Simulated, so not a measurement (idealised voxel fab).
process module | voxel self aligned contacts
Cross-section cut: width 170 nm, square cells of 5 nm.
Just so we're on the same page, the cross-sections are grids of square cells, and they're listed out in bands top to bottom, each band one or more rows deep.
Look at the band entry: it leads with the top's height and the bottom's height in nm. Then it lists the materials left to right, with a width in nm for each. The word "throughout" on a single material says that material fills the band edge to edge. The word "air" is empty space.
Height datum 0, below which the as-received substrate wafer is one material. Lowest band open at the bottom, running downward: "0 and below".
So if you see something like "30..40" for the width, read it as the top row of the band sitting at the first number and the bottom row at the second, with every row in between moving by the same amount as the last.
A step reported as "remains unaltered" is a step in which no cell of the cross-section changed.
"closed voids" enumerates empty spaces isolated from the top, with no open way to it, that contain at least 8 cells, giving each as width x height at distance from the left edge, all three in nm.
The remark found on a step's line after its settings is issued by the simulator itself and pertains to that step.
You can add "overlay nm" to a step's line. For a step with a mask, it describes how far the mask lay to the right of its planned position, and a negative number describes a lay to the left.

This section lists the process steps that were planned:
| 1 | RECEIVE (material Si) |
| 2 | CONFORMAL_DEP (material SiO2; thk nm 5) |
| 3 | DIRECTIONAL_DEP (material polySi; thk nm 30) |
| 4 | DIRECTIONAL_DEP (material SiN; thk nm 15) |
| 5 | DIRECTIONAL_DEP (material aC; thk nm 10) |
| 6 | PATTERN (tone cover; mask id GATE; material resist; width nm 15; pitch nm 55; thk nm 30; overlay nm 0) |
| 7 | DIRECTIONAL_ETCH (etch materials aC; depth nm 10) |
| 8 | STRIP (etch materials resist) |
| 9 | DIRECTIONAL_ETCH (etch materials SiN; depth nm 15) |
| 10 | DIRECTIONAL_ETCH (etch materials polySi; depth nm 30) |
| 11 | STRIP (etch materials aC) |
| 12 | CONFORMAL_DEP (material SiN; thk nm 5) |
| 13 | DIRECTIONAL_ETCH (etch materials SiN; depth nm 5) |
| 14 | FILL_DEP (material SiO2; thk nm 20) |
| 15 | CMP (height nm 60) |
| 16 | MASKED_ETCH (tone open; mask id CONTACT; width nm 40; pitch nm 55; etch materials SiO2; depth nm 60; overlay nm 0) |
| 17 | CONFORMAL_DEP (material TiN; thk nm 5) |
| 18 | FILL_DEP (material W; thk nm 10) |
| 19 | CMP (height nm 60) |
| 20 | CONFORMAL_DEP (material SiCN; thk nm 5) |
It is noted that the wafers described herein are identical at the outset and are distinguished by the width nm of step 6; the value stated in the plan corresponds to the first wafer.

Received condition of the first of several wafers, sectioned: post-step 1:
  0 and below: Si throughout
  closed voids: none

Per wafer, end of module: cells gained (+) or lost (-) per material since receipt, then closed voids:
width nm 15; +34 SiCN; +81 SiN; +121 SiO2; +60 TiN; +92 W; +54 polySi; closed voids: none
width nm 20; +34 SiCN; +90 SiN; +114 SiO2; +60 TiN; +72 W; +72 polySi; closed voids: none
width nm 25; +34 SiCN; +99 SiN; +107 SiO2; +60 TiN; +52 W; +90 polySi; closed voids: none
width nm 30; +34 SiCN; +108 SiN; +100 SiO2; +60 TiN; +32 W; +108 polySi; closed voids: none
